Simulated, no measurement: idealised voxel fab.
Process module, titled voxel trench capacitor
This is section cut - it's 295 nm across, gridded in 5 nm square cells.
Cross-sections here: square-cell grids, written as top-down lists of bands, a band being one or more rows of cells.
Look at the band entry: it leads with the top's height and the bottom's height in nm. Then it lists the materials left to right, with a width in nm for each. The word "edge to edge" on a single material says that material fills the band edge to edge. The word "blank" is empty space.
Heights from 0 (as-received wafer is one material below). Bottom band endless downward, as "from 0 down".
It should be noted that a width expressed as "30..40" varies in equal increments from row to row of cells within the band, taking the value of the first number at the top row and that of the second number at the bottom row.
Any step labelled "remained the same" changed none of the cells in the cross-section.
In the "Closed cavity list" entry, you get each enclosed empty space of 8 cells or more, one with no open way to the top, written width x height at distance, distance from the left edge, in nm.
Formally, on a step line, whatever follows the settings is a remark that the simulator itself makes on the step.
overlay nm: step with mask; distance mask lay right of planned place; negative value = left of planned place.
### Below is the list of planned process steps
1. RECEIVE: material Si
2. CONFORMAL_DEP: material SiN, thk nm 10
3. DIRECTIONAL_DEP: material aC, thk nm 10
4. PATTERN: tone open, mask id TRENCH, material resist, width nm 20, pitch nm 50, thk nm 30, overlay nm 0
5. DIRECTIONAL_ETCH: etch materials aC, depth nm 10
6. STRIP: etch materials resist
7. DIRECTIONAL_ETCH: etch materials SiN, depth nm 10
8. DIRECTIONAL_ETCH: etch materials Si, depth nm 35
9. STRIP: etch materials aC
10. CONFORMAL_DEP: material Al2O3, thk nm 5
11. FILL_DEP: material polySi, thk nm 5
12. CMP: height nm 10
### Cross-section, incoming material, after step 1
	from 0 down | Si edge to edge
	Closed cavity list: none
### a wafer at the end: this start, this plan, one mistake
	from 10 to 0 | SiN=60 / Al2O3=5 / aC=10 / Al2O3=5 / SiN=30 / Al2O3=5 / aC=10 / Al2O3=5 / SiN=30 / Al2O3=5 / aC=10 / Al2O3=5 / SiN=30 / Al2O3=5 / aC=10 / Al2O3=5 / SiN=65
	from 0 to -30 | Si=60 / Al2O3=5 / aC=10 / Al2O3=5 / Si=30 / Al2O3=5 / aC=10 / Al2O3=5 / Si=30 / Al2O3=5 / aC=10 / Al2O3=5 / Si=30 / Al2O3=5 / aC=10 / Al2O3=5 / Si=65
	from -30 to -35 | Si=60 / Al2O3=20 / Si=30 / Al2O3=20 / Si=30 / Al2O3=20 / Si=30 / Al2O3=20 / Si=65
	from -35 down | Si edge to edge
	Closed cavity list: none
Against the plan, the run slipped here: step 11 deviated from plan and actually ran as FILL_DEP: material aC, thk nm 5
